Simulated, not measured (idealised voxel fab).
process module | voxel double patterning
The cross-section on display is named cut; it measures 255 nm wide, and its cells are 5 nm squares.
Each cross-section below is a grid of square cells, stated as bands in top-down order, with one or more rows of cells making up each band. A band entry consists of two parts. The first gives the height of the band's top and the height of its bottom, in nm. The rest lists the band's materials from left to right, each with its width in nm. A single material labelled with the word "everywhere" fills the band from edge to edge, and the word "air" marks empty space. Heights are reckoned from 0. Under this level, the received wafer is all of one material. The bottommost band is open-ended downward, for example "0 nm and below". The expression "30 to 40" gives the width at the extremes of the band, the first number at its top row of cells and the second at its bottom row, with the width changing by equal amounts from each row to the next in between. The cross-section has no changed cell in any step marked "no alteration". Each empty space that has no open way to the top and spans at least 8 cells appears under "Entrapped void list" as width x height at distance, the distance counted from the left edge, all in nm. What comes after the settings on a step's line is commentary from the simulator itself on that step. The line of a step may include "overlay nm". On a step with a mask, this value is how far to the right of its planned place the mask lay. A negative value means the mask lay to the left.
# Intended process steps
- 1: RECEIVE,material Si
- 2: CONFORMAL_DEP,material SiO2,thk nm 5
- 3: DIRECTIONAL_DEP,material TiN,thk nm 10
- 4: DIRECTIONAL_DEP,material SiCN,thk nm 5
- 5: PATTERN,tone open,mask id FIRST,material resist,width nm 15,pitch nm 50,thk nm 15,overlay nm 0
- 6: DIRECTIONAL_ETCH,etch materials SiCN,depth nm 5
- 7: STRIP,etch materials resist
- 8: MASKED_ETCH,tone open,mask id SECOND,width nm 15,etch materials SiCN,depth nm 5,overlay nm 0
- 9: DIRECTIONAL_ETCH,etch materials TiN,depth nm 10
- 10: STRIP,etch materials SiCN
# Incoming wafer, cross-sectional view, post step 1
> 0 nm and below: Si everywhere
> Entrapped void list: none
# The cross-section shown corresponds to the wafer at the conclusion of the module. The initial structure and the process plan are those presented above; however, one mistake occurred in executing the plan
> 15 nm to 5 nm: 95 of TiN | 15 of air | 10 of TiN | 20 of air | 5 of TiN | 15 of air | 95 of TiN
> 5 nm to 0 nm: SiO2 everywhere
> 0 nm and below: Si everywhere
> Entrapped void list: none
Against the plan, the run slipped here: in deviation from the planned setting, step 8 was conducted as MASKED_ETCH,tone open,mask id SECOND,width nm 20,etch materials SiCN,depth nm 5,overlay nm 0
